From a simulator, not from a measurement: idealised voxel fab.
process module | voxel released beams
cross-section cut | 245 nm wide | cells 5 nm
A cross-section is a grid of square cells, given in bands from the top down. A band is one or more rows of cells.
Each band's line starts with the height of the band's top and of its bottom, in nm. Then come its materials from left to right, each with its width in nm. One material with "throughout" fills the band from edge to edge. "air" is empty space.
Height 0 is the level under which the wafer as received is all one material. The lowest band goes on downwards, as in "0 down".
A width such as "30 to 40" changes by the same amount from each row of cells to the next, from the band's top row to its bottom row.
"no change" after a step means that no cell of the cross-section changed.
closed voids: empty space of 8 cells or more with no open way to the top, each as width x height at its distance from the left edge, in nm
after a step's settings: what the simulator itself notes on the step
overlay nm, on a step with a mask: how far to the right of its planned place the mask lay; to the left if negative
plan
1 op RECEIVE | material Si
2 op CONFORMAL_DEP | material Al2O3 | thk nm 5
3 op DIRECTIONAL_DEP | material SiO2 | thk nm 15
4 op PATTERN | tone open | mask id ANCHOR | material resist | width nm 45 | thk nm 15 | overlay nm 0
5 op DIRECTIONAL_ETCH | etch materials SiO2 | depth nm 15
6 op STRIP | etch materials resist
7 op CONFORMAL_DEP | material W | thk nm 15
8 op PATTERN | tone cover | mask id BEAM | material resist | width nm 105 | thk nm 20 | overlay nm 0
9 op DIRECTIONAL_ETCH | etch materials W | depth nm 15
10 op STRIP | etch materials resist
11 op STRIP | etch materials SiO2
as received, after step 1
  0 down: Si throughout
  closed voids: none
a wafer at the end: this start, this plan, one mistake
  30 to 15: air 65 | W 20 | air 15 | W 70 | air 75
  15 to 0: air 70 | W 45 | air 130
  0 down: Si throughout
  closed voids: none
what went wrong: step 2 was left out
